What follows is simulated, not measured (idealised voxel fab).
This section sets out a process module, namely voxel plated lines.
We display cut, a cross-section 295 nm in width whose square cells are each 5 nm.
Think of the cross-section as a grid of square cells. We describe it in bands, top to bottom, and each band covers one or more rows of those cells.
What a band's entry tells you: where the top is and where the bottom is, as heights in nm, and after that what lies inside, material by material from left to right, each with its width in nm. Empty space is written as the word "blank", and a single material marked with the word "full width" occupies the band from edge to edge.
A quick word on heights: they are counted from 0, and under that level the wafer as it came to us is one material throughout. The lowest band is different from the rest in having no bottom; it simply continues downward, written as in "from 0 down".
The expression "30..40" gives the width at the extremes of the band, the first number at its top row of cells and the second at its bottom row, with the width changing by equal amounts from each row to the next in between.
"no modification" after a step means that no cell of the cross-section changed.
Look at "Fully enclosed voids" for the closed voids: empty spaces with no open path to the top, sized 8 cells or up. Each is width x height at distance, distance from the left edge, all nm.
That trailing text on a step's line, after the settings, is the simulator's own remark on the step.
overlay nm: mask right of planned place by this much (step with mask). Neg. = left.

-- Planned process steps
1: RECEIVE (material Si)
2: CONFORMAL_DEP (material SiN; thk nm 5)
3: DIRECTIONAL_DEP (material TiN; thk nm 5)
4: PATTERN (tone open; mask id LINES; material resist; width nm 25; pitch nm 40; thk nm 40; overlay nm -15)
5: EPI (material Ru; thk nm 10)
6: EPI (material Ru; thk nm 5)
7: EPI (material Ru; thk nm 5)
8: STRIP (etch materials resist)
9: DIRECTIONAL_ETCH (etch materials TiN; depth nm 5)
10: CONFORMAL_DEP (material SiN; thk nm 10)
The overlay nm used in step 4 is not the same on every wafer, whereas the starting condition is; the value printed in the plan is the first wafer's.

-- Cross-section, first of several wafers, as delivered after step 1
> from 0 down: Si full width
> Fully enclosed voids: none

-- Module end state after final step 10: cross-section of the first of several wafers
> from 40 to 30: 70 of blank; 125 of SiN; 100 of blank
> from 30 to 15: 70 of blank; 10 of SiN; 25 of Ru; 15 of SiN; 25 of Ru; 15 of SiN; 25 of Ru; 10 of SiN; 100 of blank
> from 15 to 10: 80 of SiN; 25 of Ru; 15 of SiN; 25 of Ru; 15 of SiN; 25 of Ru; 110 of SiN
> from 10 to 5: 80 of SiN; 25 of TiN; 15 of SiN; 25 of TiN; 15 of SiN; 25 of TiN; 110 of SiN
> from 5 to 0: SiN full width
> from 0 down: Si full width
> Fully enclosed voids: none

-- Cross-sectional depiction of the last of several wafers upon completion of the module
> from 40 to 30: 100 of blank; 125 of SiN; 70 of blank
> from 30 to 15: 100 of blank; 10 of SiN; 25 of Ru; 15 of SiN; 25 of Ru; 15 of SiN; 25 of Ru; 10 of SiN; 70 of blank
> from 15 to 10: 110 of SiN; 25 of Ru; 15 of SiN; 25 of Ru; 15 of SiN; 25 of Ru; 80 of SiN
> from 10 to 5: 110 of SiN; 25 of TiN; 15 of SiN; 25 of TiN; 15 of SiN; 25 of TiN; 80 of SiN
> from 5 to 0: SiN full width
> from 0 down: Si full width
> Fully enclosed voids: none

-- The table below has one row for each wafer; a row shows, as of the end of the module, how many cells of each material the wafer has gained, marked (+), or lost, marked (-), since it was received, and then the wafer's closed voids
overlay nm -15; +60 Ru; +227 SiN; +15 TiN; Fully enclosed voids: none
overlay nm -10; +60 Ru; +227 SiN; +15 TiN; Fully enclosed voids: none
overlay nm -5; +60 Ru; +227 SiN; +15 TiN; Fully enclosed voids: none
overlay nm 0; +60 Ru; +227 SiN; +15 TiN; Fully enclosed voids: none
overlay nm 5; +60 Ru; +227 SiN; +15 TiN; Fully enclosed voids: none
overlay nm 10; +60 Ru; +227 SiN; +15 TiN; Fully enclosed voids: none
overlay nm 15; +60 Ru; +227 SiN; +15 TiN; Fully enclosed voids: none
